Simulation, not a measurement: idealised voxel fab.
The name of this process module is voxel transistor to metal.
For reference, the cross-section in this document is cut, with width 300 nm and square cells of 5 nm.
Reading order for cross-sections: top band down to bottom band. Underlying form: a grid of square cells. Band size: one or more rows of cells.
In this notation a band is specified by the heights of its top and bottom, in that order and in nm, after which its materials appear from left to right, each paired with its width in nm. The word "everywhere" attached to a single material means that material fills the band from edge to edge; the word "air" stands for empty space.
Heads up on the height convention: 0 is the point under which the incoming wafer is all one material, and the lowest band has no bottom, it just keeps going down, like "0 -> down".
The notation "30 to 40" denotes a width that varies across the rows of cells in the band, beginning at the first number in the top row, finishing at the second number in the bottom row, and changing by an identical amount from each row to the next.
"nothing was modified", as given for a step, is the statement that not any cell of the cross-section underwent a change during that step.
Heads up: "Entrapped voids" only lists the empty pockets with no open path to the top that are 8 cells or more, and it writes them as width x height at distance, distance from the left edge, in nm.
Read whatever lies past the settings on a step's line as the simulator's own remark about the step.
"overlay nm" denotes, for a step that has a mask, the displacement of the mask to the right of its planned place, with negative values corresponding to the left.

### Process steps foreseen in the plan
step 1: RECEIVE | material Si
step 2: OXIDIZE | depth nm 5
step 3: CONFORMAL_DEP | material SiN | thk nm 15
step 4: PATTERN | tone cover | mask id ACTIVE | material resist | width nm 90 | pitch nm 110 | thk nm 20 | overlay nm 0
step 5: DIRECTIONAL_ETCH | etch materials SiN | depth nm 15
step 6: DIRECTIONAL_ETCH | etch materials SiO2 | depth nm 5
step 7: DIRECTIONAL_ETCH | etch materials Si | depth nm 30
step 8: STRIP | etch materials resist
step 9: OXIDIZE | depth nm 5
step 10: FILL_DEP | material SiO2 | thk nm 10
step 11: CMP | height nm 15
step 12: SELECTIVE_ETCH | etch materials SiO2 | depth nm 5
step 13: STRIP | etch materials SiN
step 14: SELECTIVE_ETCH | etch materials SiO2 | depth nm 5
step 15: OXIDIZE | depth nm 5
step 16: DIRECTIONAL_DEP | material polySi | thk nm 30
step 17: DIRECTIONAL_DEP | material SiCN | thk nm 10
step 18: MASKED_ETCH | tone cover | mask id GATE | width nm 20 | pitch nm 110 | etch materials SiCN | depth nm 20 | overlay nm 0
step 19: MASKED_ETCH | tone cover | mask id GATE | width nm 20 | pitch nm 110 | etch materials polySi | depth nm 40 | overlay nm 0
step 20: CONFORMAL_DEP | material SiO2 | thk nm 5
step 21: DIRECTIONAL_ETCH | etch materials SiO2 | depth nm 5
step 22: CONFORMAL_DEP | material SiN | thk nm 5
step 23: DIRECTIONAL_ETCH | etch materials SiN | depth nm 5
step 24: DIRECTIONAL_ETCH | etch materials SiO2 | depth nm 5
step 25: DIRECTIONAL_ETCH | etch materials Si | depth nm 5
step 26: EPI | material SiGe | thk nm 15
step 27: FILL_DEP | material SiO2 | thk nm 5
step 28: CMP | height nm 35
step 29: DIRECTIONAL_DEP | material SiO2 | thk nm 10
step 30: DIRECTIONAL_DEP | material aC | thk nm 15
step 31: PATTERN | tone open | mask id CONTACT | material resist | width nm 15 | thk nm 35 | overlay nm 0
step 32: DIRECTIONAL_ETCH | etch materials aC | depth nm 15
step 33: STRIP | etch materials resist
step 34: DIRECTIONAL_ETCH | etch materials SiO2 | depth nm 55
step 35: STRIP | etch materials aC
step 36: CONFORMAL_DEP | material TiN | thk nm 5
step 37: FILL_DEP | material W | thk nm 5
step 38: CMP | height nm 45
step 39: DIRECTIONAL_DEP | material TiN | thk nm 5
step 40: DIRECTIONAL_DEP | material Ru | thk nm 20
step 41: PATTERN | tone cover | mask id METAL_1 | material resist | width nm 15 | thk nm 15 | overlay nm 0
step 42: DIRECTIONAL_ETCH | etch materials Ru | depth nm 20
step 43: DIRECTIONAL_ETCH | etch materials TiN | depth nm 5
step 44: STRIP | etch materials resist
step 45: CONFORMAL_DEP | material SiN | thk nm 5
step 46: FILL_DEP | material SiO2 | thk nm 10
step 47: CMP | height nm 70
step 48: CONFORMAL_DEP | material SiCN | thk nm 5
The value of depth nm given for step 25 in the plan refers to the first wafer; the wafers vary in this setting and are alike at the start.

### The first of several wafers, as received after step 1, seen in section
* 0 -> down = Si everywhere
* Entrapped voids: none

### Below is a per-wafer table. In it, each row describes the wafer at the end of the module by giving, for each material, the number of cells gained (+) or lost (-) since the wafer was received, and after that the closed voids of the wafer
depth nm 5 | +48 Ru | -304 Si | +76 SiCN | +60 SiGe | +120 SiN | +740 SiO2 | +84 TiN | +28 W | +48 polySi | Entrapped voids: none
depth nm 10 | +48 Ru | -320 Si | +76 SiCN | +72 SiGe | +120 SiN | +740 SiO2 | +88 TiN | +28 W | +48 polySi | Entrapped voids: none
depth nm 15 | +48 Ru | -336 Si | +76 SiCN | +84 SiGe | +120 SiN | +740 SiO2 | +92 TiN | +28 W | +48 polySi | Entrapped voids: none
depth nm 20 | +48 Ru | -352 Si | +76 SiCN | +96 SiGe | +120 SiN | +744 SiO2 | +92 TiN | +28 W | +48 polySi | Entrapped voids: none
depth nm 25 | +48 Ru | -368 Si | +76 SiCN | +108 SiGe | +120 SiN | +748 SiO2 | +92 TiN | +28 W | +48 polySi | Entrapped voids: none
depth nm 30 | +48 Ru | -384 Si | +76 SiCN | +120 SiGe | +120 SiN | +752 SiO2 | +92 TiN | +28 W | +48 polySi | Entrapped voids: none
